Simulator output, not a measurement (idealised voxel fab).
The process module that follows is named voxel local oxidation.
We display cut, a cross-section 240 nm in width whose square cells are each 5 nm.
Cross-section format: a grid of square cells, given as bands from top to bottom; each band is one or more rows of cells. Top height, bottom height, nm. Materials left to right, width each, nm. Single material + "throughout" = fills band edge to edge. "air" = empty. Counting heights begins at 0, where everything beneath is, in the wafer as received, one material. The lowest band has no bottom; it goes on downwards, as "from 0 down" shows. A width such as "30 to 40" changes by the same amount from each row of cells to the next, from the band's top row to its bottom row. "nothing was modified" means the step left every cell of the cross-section as it was. Reported under the label "closed voids" are the empty spaces having no open way to the top and comprising 8 cells or more; the notation for each is width x height at distance, in which the distance is measured from the left edge and all three values are in nm. What comes after the settings on a step's line is commentary from the simulator itself on that step. If you see "overlay nm" on a step's line and that step has a mask, it's telling you how far right of where it was planned the mask ended up; a negative number means it went left instead.

-- Planned step list for the process
1: RECEIVE with material Si
2: OXIDIZE with depth nm 5
3: CONFORMAL_DEP with material SiN, thk nm 15
4: MASKED_ETCH with tone cover, mask id ACTIVE, width nm 115, etch materials SiN, depth nm 15, overlay nm 0
5: SELECTIVE_ETCH with etch materials SiO2, depth nm 5
6: OXIDIZE with depth nm 10
7: STRIP with etch materials SiN

-- Cross-section of the wafer as it came to us, i.e., already through step 1
  from 0 down: Si throughout
  closed voids: none

-- First of two wafers, end-of-module section, run followed plan
  from 0 to -5: air=65, then SiO2=105, then air=70
  from -5 to -15: SiO2=75, then Si=85, then SiO2=80
  from -15 down: Si throughout
  closed voids: none

-- Wafer two, end of module, cross-section. Same start, same plan as wafer one. One mistake in the run
  from 15 to 0: air=60, then SiN=115, then air=65
  from 0 to -5: air=65, then SiO2=105, then air=70
  from -5 to -15: SiO2=75, then Si=85, then SiO2=80
  from -15 down: Si throughout
  closed voids: none
Here's what went sideways: step 7 was dropped from the plan's execution and never run
Final comparison by cell count, materials where the second wafer has more or fewer than the first: +69 SiN
